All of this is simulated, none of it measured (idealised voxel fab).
Process module, titled voxel transistor to metal
FYI the section here is cut, 185 nm wide, cells are 5 nm squares.
If you're reading a cross-section in this doc, picture square cells in a grid; it comes to you as bands, top ones listed first down to the bottom, and a band can be one or more rows of cells.
Band entry format. Leading values: height of top, height of bottom, nm. Remainder: materials in left-to-right order, each with its width in nm. Special words: "everywhere" on a single material, which then fills the band edge to edge; "empty", empty space.
Height reference: 0 = level under which incoming wafer is all one material. Lowest band: no bottom, runs on downward, e.g. "0 and below".
With a width like "30->40", each row of cells in the band differs from the next by the same amount, the top row carrying the first number and the bottom row the second.
Given "nothing got changed" for a step, no cell of the cross-section differs between before and after that step.
In "Non-vented voids" the enclosed voids are listed, meaning empty spaces of 8 cells or larger without any opening to the top. The form is width x height at distance, distance from the left edge, units nm.
The remark found on a step's line after its settings is issued by the simulator itself and pertains to that step.
The "overlay nm" setting may appear on a step's line; for a step that uses a mask, it gives how far to the right of its planned position the mask lay, and a negative value indicates the left.
Note: before/after cross-section pairs follow, one process step per pair, after-side truncated at the lowest changed band, step and settings given beneath. Different runs of this module on the same starting wafer may supply the pairs; a pair continues the one above only where the "Pre-step condition" entry says so.

Pre-step condition
  90 down to 70 | lowk 50 nm, empty 15 nm, lowk 55 nm, empty 15 nm, lowk 50 nm
  70 down to 60 | lowk everywhere
  60 down to 55 | SiCN everywhere
  55 down to 50 | SiCN 45 nm, Ru 25 nm, SiCN 45 nm, Ru 25 nm, SiCN 45 nm
  50 down to 35 | SiO2 50 nm, TiN 5 nm, Cu 5 nm, TiN 5 nm, SiO2 55 nm, TiN 5 nm, Cu 5 nm, TiN 5 nm, SiO2 50 nm
  35 down to 30 | SiN 50 nm, TiN 15 nm, SiN 55 nm, TiN 15 nm, SiN 50 nm
  30 down to 20 | SiO2 50 nm, TiN 5 nm, Ru 5 nm, TiN 5 nm, SiO2 55 nm, TiN 5 nm, Ru 5 nm, TiN 5 nm, SiO2 50 nm
  20 down to 5 | SiO2 50 nm, TiN 5 nm, Ru 5 nm, TiN 5 nm, SiO2 10 nm, SiN 5 nm, HfO2 5 nm, TiN 5 nm, W 5 nm, TiN 5 nm, HfO2 5 nm, SiN 5 nm, SiO2 10 nm, TiN 5 nm, Ru 5 nm, TiN 5 nm, SiO2 50 nm
  5 down to 0 | SiO2 50 nm, TiN 5 nm, Ru 5 nm, TiN 5 nm, SiO2 10 nm, SiN 5 nm, HfO2 5 nm, TiN 15 nm, HfO2 5 nm, SiN 5 nm, SiO2 10 nm, TiN 5 nm, Ru 5 nm, TiN 5 nm, SiO2 50 nm
  0 down to -5 | SiO2 50 nm, TiN 15 nm, SiO2 10 nm, HfO2 35 nm, SiO2 10 nm, TiN 15 nm, SiO2 50 nm
  -5 down to -15 | pSi 45 nm, SiO2 95 nm, pSi 45 nm
  -15 down to -35 | Si 45 nm, SiO2 95 nm, Si 45 nm
  -35 and below | Si everywhere
  Non-vented voids: none

Step Result
  90 down to 60 | lowk 50 nm, empty 15 nm, lowk 55 nm, empty 15 nm, lowk 50 nm
  Below 60, the layers are the same as they were.
  Non-vented voids: none
As a process note, the step between the before and after cross-sections shown above is MASKED_ETCH (tone open; mask id METAL_2_HOLES; width nm 15; pitch nm 70; etch materials lowk; depth nm 10; overlay nm 0)

Pre-step condition: It is represented by the cross-section appearing after the step of the pair directly above.

Step Result
  90 down to 60 | lowk 50 nm, empty 15 nm, lowk 55 nm, empty 15 nm, lowk 50 nm
  60 down to 55 | SiCN 50 nm, empty 15 nm, SiCN 55 nm, empty 15 nm, SiCN 50 nm
  Below 55, the layers are the same as they were.
  Non-vented voids: none
As a process note, the step between the before and after cross-sections shown above is MASKED_ETCH (tone open; mask id METAL_2_HOLES; width nm 15; pitch nm 70; etch materials SiCN; depth nm 5; overlay nm 0)

Pre-step condition: It is represented by the cross-section appearing after the step of the pair directly above.

Step Result
  95 down to 90 | TiN 55 nm, empty 5 nm, TiN 65 nm, empty 5 nm, TiN 55 nm
  90 down to 60 | lowk 50 nm, TiN 5 nm, empty 5 nm, TiN 5 nm, lowk 55 nm, TiN 5 nm, empty 5 nm, TiN 5 nm, lowk 50 nm
  60 down to 55 | SiCN 50 nm, TiN 15 nm, SiCN 55 nm, TiN 15 nm, SiCN 50 nm
  Below 55, the layers are the same as they were.
  Non-vented voids: none
As a process note, the step between the before and after cross-sections shown above is CONFORMAL_DEP (material TiN; thk nm 5)

Pre-step condition: It is represented by the cross-section appearing after the step of the pair directly above.

Step Result
  100 down to 95 | Cu everywhere
  95 down to 90 | TiN 55 nm, Cu 5 nm, TiN 65 nm, Cu 5 nm, TiN 55 nm
  90 down to 60 | lowk 50 nm, TiN 5 nm, Cu 5 nm, TiN 5 nm, lowk 55 nm, TiN 5 nm, Cu 5 nm, TiN 5 nm, lowk 50 nm
  Below 60, the layers are the same as they were.
  Non-vented voids: none
As a process note, the step between the before and after cross-sections shown above is FILL_DEP (material Cu; thk nm 5)

Pre-step condition: It is represented by the cross-section appearing after the step of the pair directly above.

Step Result
  90 down to 60 | lowk 50 nm, TiN 5 nm, Cu 5 nm, TiN 5 nm, lowk 55 nm, TiN 5 nm, Cu 5 nm, TiN 5 nm, lowk 50 nm
  Below 60, the layers are the same as they were.
  Non-vented voids: none
As a process note, the step between the before and after cross-sections shown above is CMP (height nm 90)

Pre-step condition: It is represented by the cross-section appearing after the step of the pair directly above.

Step Result
  95 down to 90 | SiN everywhere
  Below 90, the layers are the same as they were.
  Non-vented voids: none
As a process note, the step between the before and after cross-sections shown above is CONFORMAL_DEP (material SiN; thk nm 5)
